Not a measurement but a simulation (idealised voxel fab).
Documented hereafter: the process module known as voxel capacitor over wiring.
Cross-sectional view cut (width: 155 nm; square cell size: 5 nm).
Cross-section format: a grid of square cells, given as bands from top to bottom; each band is one or more rows of cells. Top, bottom (nm), then materials left to right with widths (nm); lone material tagged "everywhere" fills the whole band edge to edge; "empty" = empty space. Beneath 0, the wafer as received is one material, and that level is where height counting begins. The lowest band goes on downward without a bottom; it is written like "z 0 and below". The two numbers in a width such as "30..40" mark its ends across the band: the first belongs to the top row of cells, the second to the bottom row, and from each row to the next the width moves by the same amount. Take "no modification" at face value: in the step it is given for, the cross-section changed in none of its cells. Voids not open to the top, 8 cells minimum: see "Fully sealed voids". Written width x height at distance; distance is from the left edge; nm. The remark found on a step's line after its settings is issued by the simulator itself and pertains to that step. Steps that use a mask can have "overlay nm" on their line. It says how far the mask sat to the right of where it was meant to be. Negative means to the left.

plan
1,RECEIVE, material Si
2,CONFORMAL_DEP, material SiO2, thk nm 15
3,DIRECTIONAL_DEP, material TiN, thk nm 5
4,DIRECTIONAL_DEP, material W, thk nm 15
5,PATTERN, tone cover, mask id METAL_1, material resist, width nm 25, pitch nm 95, thk nm 20, overlay nm 0
6,DIRECTIONAL_ETCH, etch materials W, depth nm 15
7,DIRECTIONAL_ETCH, etch materials TiN, depth nm 5
8,STRIP, etch materials resist
9,FILL_DEP, material lowk, thk nm 5
10,CMP, height nm 35
11,CONFORMAL_DEP, material SiCN, thk nm 5
12,DIRECTIONAL_DEP, material SiO2, thk nm 20
13,MASKED_ETCH, tone open, mask id PLUG_1, width nm 15, etch materials SiO2, depth nm 20, overlay nm 0
14,MASKED_ETCH, tone open, mask id PLUG_1, width nm 15, etch materials SiCN, depth nm 5, overlay nm 0
15,CONFORMAL_DEP, material TiN, thk nm 5
16,FILL_DEP, material Cu, thk nm 5
17,CMP, height nm 60
18,DIRECTIONAL_DEP, material TiN, thk nm 10
19,DIRECTIONAL_DEP, material SiN, thk nm 5
20,DIRECTIONAL_DEP, material TiN, thk nm 10
21,MASKED_ETCH, tone cover, mask id UPPER_PLATE, width nm 75, etch materials TiN, depth nm 10, overlay nm 0
22,MASKED_ETCH, tone cover, mask id UPPER_PLATE, width nm 75, etch materials SiN, depth nm 5, overlay nm 0
23,MASKED_ETCH, tone cover, mask id LOWER_PLATE, width nm 85, etch materials TiN, depth nm 10, overlay nm 0
24,FILL_DEP, material SiO2, thk nm 15
25,CMP, height nm 95
26,PATTERN, tone open, mask id PLUG_2, material resist, width nm 15, thk nm 20, overlay nm 0
27,DIRECTIONAL_ETCH, etch materials SiO2, depth nm 10
28,STRIP, etch materials resist
29,CONFORMAL_DEP, material TiN, thk nm 5
30,FILL_DEP, material Ru, thk nm 5
31,CMP, height nm 95
32,CONFORMAL_DEP, material SiCN, thk nm 5

On the first of the two wafers: run conducted according to plan

Wafer at receipt (post step 1), cross-section
  z 0 and below = Si everywhere
  Fully sealed voids: none

after step 2
  z 15 to 0 = SiO2 everywhere
  Below 0 it's all the same as before, nothing changed down there.

after step 3
  z 20 to 15 = TiN everywhere
  Below 15 it's all the same as before, nothing changed down there.

after step 4
  z 35 to 20 = W everywhere
  Below 20 it's all the same as before, nothing changed down there.

after step 5
  z 55 to 35 = empty (15), then resist (25), then empty (70), then resist (25), then empty (20)
  Below 35 it's all the same as before, nothing changed down there.

after step 6
  z 55 to 35 = empty (15), then resist (25), then empty (70), then resist (25), then empty (20)
  z 35 to 20 = empty (15), then W (25), then empty (70), then W (25), then empty (20)
  Below 20 it's all the same as before, nothing changed down there.

after step 7
  z 55 to 35 = empty (15), then resist (25), then empty (70), then resist (25), then empty (20)
  z 35 to 20 = empty (15), then W (25), then empty (70), then W (25), then empty (20)
  z 20 to 15 = empty (15), then TiN (25), then empty (70), then TiN (25), then empty (20)
  Below 15 it's all the same as before, nothing changed down there.

after step 8
  z 35 to 20 = empty (15), then W (25), then empty (70), then W (25), then empty (20)
  Below 20 it's all the same as before, nothing changed down there.

after step 9
  z 40 to 35 = lowk everywhere
  z 35 to 20 = lowk (15), then W (25), then lowk (70), then W (25), then lowk (20)
  z 20 to 15 = lowk (15), then TiN (25), then lowk (70), then TiN (25), then lowk (20)
  Below 15 it's all the same as before, nothing changed down there.

after step 10
  z 35 to 20 = lowk (15), then W (25), then lowk (70), then W (25), then lowk (20)
  Below 20 it's all the same as before, nothing changed down there.

after step 11
  z 40 to 35 = SiCN everywhere
  Below 35 it's all the same as before, nothing changed down there.

after step 12
  z 60 to 40 = SiO2 everywhere
  Below 40 it's all the same as before, nothing changed down there.

after step 13
  z 60 to 40 = SiO2 (25), then empty (15), then SiO2 (115)
  Below 40 it's all the same as before, nothing changed down there.

after step 14
  z 60 to 40 = SiO2 (25), then empty (15), then SiO2 (115)
  z 40 to 35 = SiCN (25), then empty (15), then SiCN (115)
  Below 35 it's all the same as before, nothing changed down there.

after step 15
  z 65 to 60 = TiN (30), then empty (5), then TiN (120)
  z 60 to 40 = SiO2 (25), then TiN (5), then empty (5), then TiN (5), then SiO2 (115)
  z 40 to 35 = SiCN (25), then TiN (15), then SiCN (115)
  Below 35 it's all the same as before, nothing changed down there.

after step 16
  z 70 to 65 = Cu everywhere
  z 65 to 60 = TiN (30), then Cu (5), then TiN (120)
  z 60 to 40 = SiO2 (25), then TiN (5), then Cu (5), then TiN (5), then SiO2 (115)
  Below 40 it's all the same as before, nothing changed down there.

after step 17
  z 60 to 40 = SiO2 (25), then TiN (5), then Cu (5), then TiN (5), then SiO2 (115)
  Below 40 it's all the same as before, nothing changed down there.

after step 18
  z 70 to 60 = TiN everywhere
  Below 60 it's all the same as before, nothing changed down there.

after step 19
  z 75 to 70 = SiN everywhere
  Below 70 it's all the same as before, nothing changed down there.

after step 20
  z 85 to 75 = TiN everywhere
  Below 75 it's all the same as before, nothing changed down there.

after step 21
  z 85 to 75 = empty (25), then TiN (75), then empty (55)
  Below 75 it's all the same as before, nothing changed down there.

after step 22
  z 85 to 75 = empty (25), then TiN (75), then empty (55)
  z 75 to 70 = empty (25), then SiN (75), then empty (55)
  Below 70 it's all the same as before, nothing changed down there.

after step 23
  z 85 to 75 = empty (25), then TiN (75), then empty (55)
  z 75 to 70 = empty (25), then SiN (75), then empty (55)
  z 70 to 60 = empty (20), then TiN (85), then empty (50)
  Below 60 it's all the same as before, nothing changed down there.

after step 24
  z 100 to 85 = SiO2 everywhere
  z 85 to 75 = SiO2 (25), then TiN (75), then SiO2 (55)
  z 75 to 70 = SiO2 (25), then SiN (75), then SiO2 (55)
  z 70 to 60 = SiO2 (20), then TiN (85), then SiO2 (50)
  Below 60 it's all the same as before, nothing changed down there.

after step 25
  z 95 to 85 = SiO2 everywhere
  Below 85 it's all the same as before, nothing changed down there.

after step 26
  z 115 to 95 = resist (35), then empty (15), then resist (105)
  Below 95 it's all the same as before, nothing changed down there.

after step 27
  z 115 to 95 = resist (35), then empty (15), then resist (105)
  z 95 to 85 = SiO2 (35), then empty (15), then SiO2 (105)
  Below 85 it's all the same as before, nothing changed down there.

after step 28
  z 95 to 85 = SiO2 (35), then empty (15), then SiO2 (105)
  Below 85 it's all the same as before, nothing changed down there.

after step 29
  z 100 to 95 = TiN (40), then empty (5), then TiN (110)
  z 95 to 90 = SiO2 (35), then TiN (5), then empty (5), then TiN (5), then SiO2 (105)
  z 90 to 85 = SiO2 (35), then TiN (15), then SiO2 (105)
  Below 85 it's all the same as before, nothing changed down there.

after step 30
  z 105 to 100 = Ru everywhere
  z 100 to 95 = TiN (40), then Ru (5), then TiN (110)
  z 95 to 90 = SiO2 (35), then TiN (5), then Ru (5), then TiN (5), then SiO2 (105)
  Below 90 it's all the same as before, nothing changed down there.

after step 31
  z 95 to 90 = SiO2 (35), then TiN (5), then Ru (5), then TiN (5), then SiO2 (105)
  Below 90 it's all the same as before, nothing changed down there.

after step 32
  z 100 to 95 = SiCN everywhere
  Below 95 it's all the same as before, nothing changed down there.

Second Wafer (Identical Start and Plan, One Processing Error; Matches First Wafer Through Step 11)

X-section, second wafer, when step 12 was due to finish
  z 50 to 40 = SiO2 everywhere
  Below 40 it's all the same as before, nothing changed down there.

X-section, second wafer, when step 13 was due to finish
  z 50 to 40 = SiO2 (25), then empty (15), then SiO2 (115)
  Below 40 it's all the same as before, nothing changed down there.

X-section, second wafer, when step 14 was due to finish
  z 50 to 40 = SiO2 (25), then empty (15), then SiO2 (115)
  z 40 to 35 = SiCN (25), then empty (15), then SiCN (115)
  Below 35 it's all the same as before, nothing changed down there.

X-section, second wafer, when step 15 was due to finish
  z 55 to 50 = TiN (30), then empty (5), then TiN (120)
  z 50 to 40 = SiO2 (25), then TiN (5), then empty (5), then TiN (5), then SiO2 (115)
  z 40 to 35 = SiCN (25), then TiN (15), then SiCN (115)
  Below 35 it's all the same as before, nothing changed down there.

X-section, second wafer, when step 16 was due to finish
  z 60 to 55 = Cu everywhere
  z 55 to 50 = TiN (30), then Cu (5), then TiN (120)
  z 50 to 40 = SiO2 (25), then TiN (5), then Cu (5), then TiN (5), then SiO2 (115)
  Below 40 it's all the same as before, nothing changed down there.

X-section, second wafer, when step 17 was due to finish: no modification

X-section, second wafer, when step 18 was due to finish
  z 70 to 60 = TiN everywhere
  Below 60 it's all the same as before, nothing changed down there.

X-section, second wafer, when step 19 was due to finish
  z 75 to 70 = SiN everywhere
  Below 70 it's all the same as before, nothing changed down there.

X-section, second wafer, when step 20 was due to finish
  z 85 to 75 = TiN everywhere
  Below 75 it's all the same as before, nothing changed down there.

X-section, second wafer, when step 21 was due to finish
  z 85 to 75 = empty (25), then TiN (75), then empty (55)
  Below 75 it's all the same as before, nothing changed down there.

X-section, second wafer, when step 22 was due to finish
  z 85 to 75 = empty (25), then TiN (75), then empty (55)
  z 75 to 70 = empty (25), then SiN (75), then empty (55)
  Below 70 it's all the same as before, nothing changed down there.

X-section, second wafer, when step 23 was due to finish
  z 85 to 75 = empty (25), then TiN (75), then empty (55)
  z 75 to 70 = empty (25), then SiN (75), then empty (55)
  z 70 to 60 = empty (20), then TiN (85), then empty (50)
  Below 60 it's all the same as before, nothing changed down there.

X-section, second wafer, when step 24 was due to finish
  z 100 to 85 = SiO2 everywhere
  z 85 to 75 = SiO2 (25), then TiN (75), then SiO2 (55)
  z 75 to 70 = SiO2 (25), then SiN (75), then SiO2 (55)
  z 70 to 60 = SiO2 (20), then TiN (85), then SiO2 (50)
  Below 60 it's all the same as before, nothing changed down there.

X-section, second wafer, when step 25 was due to finish
  z 95 to 85 = SiO2 everywhere
  Below 85 it's all the same as before, nothing changed down there.

X-section, second wafer, when step 26 was due to finish
  z 115 to 95 = resist (35), then empty (15), then resist (105)
  Below 95 it's all the same as before, nothing changed down there.

X-section, second wafer, when step 27 was due to finish
  z 115 to 95 = resist (35), then empty (15), then resist (105)
  z 95 to 85 = SiO2 (35), then empty (15), then SiO2 (105)
  Below 85 it's all the same as before, nothing changed down there.

X-section, second wafer, when step 28 was due to finish
  z 95 to 85 = SiO2 (35), then empty (15), then SiO2 (105)
  Below 85 it's all the same as before, nothing changed down there.

X-section, second wafer, when step 29 was due to finish
  z 100 to 95 = TiN (40), then empty (5), then TiN (110)
  z 95 to 90 = SiO2 (35), then TiN (5), then empty (5), then TiN (5), then SiO2 (105)
  z 90 to 85 = SiO2 (35), then TiN (15), then SiO2 (105)
  Below 85 it's all the same as before, nothing changed down there.

X-section, second wafer, when step 30 was due to finish
  z 105 to 100 = Ru everywhere
  z 100 to 95 = TiN (40), then Ru (5), then TiN (110)
  z 95 to 90 = SiO2 (35), then TiN (5), then Ru (5), then TiN (5), then SiO2 (105)
  Below 90 it's all the same as before, nothing changed down there.

X-section, second wafer, when step 31 was due to finish
  z 95 to 90 = SiO2 (35), then TiN (5), then Ru (5), then TiN (5), then SiO2 (105)
  Below 90 it's all the same as before, nothing changed down there.

X-section, second wafer, when step 32 was due to finish
  z 100 to 95 = SiCN everywhere
  Below 95 it's all the same as before, nothing changed down there.
Run error: it should be noted that step 12 was executed with settings other than those planned, the operation and settings actually applied being DIRECTIONAL_DEP, material SiO2, thk nm 10
Final tally in cells, some materials are higher or lower on the second wafer than on the first: +30 Cu, -56 SiO2, +26 TiN
